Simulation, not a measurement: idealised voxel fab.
The following is a process module called voxel capacitor over wiring.
We display cut, a cross-section 245 nm in width whose square cells are each 5 nm.
Notation: cross-section as square-cell grid; stated in bands, top first, going down; one or more cell rows per band.
The entry gives the band's vertical extent as a top height and a bottom height in nm, then its horizontal make-up as materials from left to right, each with a width in nm. "air" stands for empty space; a single material marked "all across" fills the band edge to edge.
Heights are expressed relative to 0, this being the level below which the as-received wafer comprises one material exclusively. The lowest band is unbounded in the downward direction and is denoted as in "z 0 and below".
With a width like "30 to 40", each row of cells in the band differs from the next by the same amount, the top row carrying the first number and the bottom row the second.
"changes: none" (step): cross-section cells unchanged, all of them.
This entry, "Sealed void list", enumerates those empty regions of no fewer than 8 cells that possess no open connection to the top. Each region is reported in the form width x height at distance, the distance being taken from the left edge, with all three quantities expressed in nm.
Step line, after settings: the simulator's comment on this step.
When a step includes a mask, the "overlay nm" setting on its line states how far to the right of its planned place that mask lay, and negative values state how far to the left.

[Steps planned for the process]
step 1: RECEIVE | material Si
step 2: CONFORMAL_DEP | material SiO2 | thk nm 10
step 3: CONFORMAL_DEP | material SiN | thk nm 5
step 4: DIRECTIONAL_DEP | material SiO2 | thk nm 15
step 5: PATTERN | tone open | mask id METAL_1 | material resist | width nm 30 | pitch nm 95 | thk nm 20 | overlay nm 0
step 6: DIRECTIONAL_ETCH | etch materials SiO2 | depth nm 15
step 7: DIRECTIONAL_ETCH | etch materials SiN | depth nm 5
step 8: STRIP | etch materials resist
step 9: CONFORMAL_DEP | material TiN | thk nm 5
step 10: FILL_DEP | material W | thk nm 5
step 11: CMP | height nm 30
step 12: EPI | material Ru | thk nm 5
step 13: FILL_DEP | material SiCN | thk nm 5
step 14: DIRECTIONAL_DEP | material lowk | thk nm 20
step 15: DIRECTIONAL_DEP | material aC | thk nm 10
step 16: PATTERN | tone open | mask id PLUG_1 | material resist | width nm 15 | thk nm 30 | overlay nm 0
step 17: DIRECTIONAL_ETCH | etch materials aC | depth nm 10
step 18: STRIP | etch materials resist
step 19: DIRECTIONAL_ETCH | etch materials lowk | depth nm 20
step 20: DIRECTIONAL_ETCH | etch materials SiCN | depth nm 5
step 21: STRIP | etch materials aC
step 22: EPI | material Ru | thk nm 10
step 23: EPI | material Ru | thk nm 10
step 24: EPI | material Ru | thk nm 5
step 25: DIRECTIONAL_DEP | material TiN | thk nm 5
step 26: DIRECTIONAL_DEP | material Al2O3 | thk nm 5
step 27: DIRECTIONAL_DEP | material TiN | thk nm 5
step 28: PATTERN | tone cover | mask id UPPER_PLATE | material resist | width nm 70 | thk nm 20 | overlay nm 0
step 29: DIRECTIONAL_ETCH | etch materials TiN | depth nm 5
step 30: DIRECTIONAL_ETCH | etch materials Al2O3 | depth nm 5
step 31: STRIP | etch materials resist
step 32: DIRECTIONAL_DEP | material aC | thk nm 10
step 33: PATTERN | tone cover | mask id LOWER_PLATE | material resist | width nm 80 | thk nm 30 | overlay nm 0
step 34: DIRECTIONAL_ETCH | etch materials aC | depth nm 10
step 35: STRIP | etch materials resist
step 36: DIRECTIONAL_ETCH | etch materials TiN | depth nm 5
step 37: STRIP | etch materials aC
step 38: FILL_DEP | material SiO2 | thk nm 15
step 39: CMP | height nm 85
step 40: PATTERN | tone open | mask id PLUG_2 | material resist | width nm 15 | thk nm 15 | overlay nm -15
step 41: DIRECTIONAL_ETCH | etch materials SiO2 | depth nm 10
step 42: STRIP | etch materials resist
step 43: CONFORMAL_DEP | material TiN | thk nm 5
step 44: FILL_DEP | material Cu | thk nm 5
step 45: CMP | height nm 85
step 46: CONFORMAL_DEP | material SiCN | thk nm 5
The overlay nm used in step 40 is not the same on every wafer, whereas the starting condition is; the value printed in the plan is the first wafer's.

[The as-received cross-section of the first of several wafers corresponds to the state after step 1]
z 0 and below: Si all across
Sealed void list: none

[The rows of the table below are wafers. Looking at the end of the module, a row counts, for every material, the cells the wafer has gained, shown as (+), or lost, shown as (-), since it was received; its closed voids come next]
overlay nm -15 | +14 Al2O3 | +1 Cu | +31 Ru | +128 SiCN | +37 SiN | +404 SiO2 | +59 TiN | +24 W | +184 lowk | Sealed void list: none
overlay nm -10 | +14 Al2O3 | +1 Cu | +31 Ru | +128 SiCN | +37 SiN | +404 SiO2 | +59 TiN | +24 W | +184 lowk | Sealed void list: none
overlay nm -5 | +14 Al2O3 | +1 Cu | +31 Ru | +128 SiCN | +37 SiN | +404 SiO2 | +59 TiN | +24 W | +184 lowk | Sealed void list: none
overlay nm 0 | +14 Al2O3 | +1 Cu | +31 Ru | +128 SiCN | +37 SiN | +404 SiO2 | +59 TiN | +24 W | +184 lowk | Sealed void list: none
overlay nm 5 | +14 Al2O3 | +1 Cu | +31 Ru | +128 SiCN | +37 SiN | +404 SiO2 | +59 TiN | +24 W | +184 lowk | Sealed void list: none
overlay nm 10 | +14 Al2O3 | +1 Cu | +31 Ru | +128 SiCN | +37 SiN | +404 SiO2 | +59 TiN | +24 W | +184 lowk | Sealed void list: none
overlay nm 15 | +14 Al2O3 | +1 Cu | +31 Ru | +128 SiCN | +37 SiN | +404 SiO2 | +59 TiN | +24 W | +184 lowk | Sealed void list: none
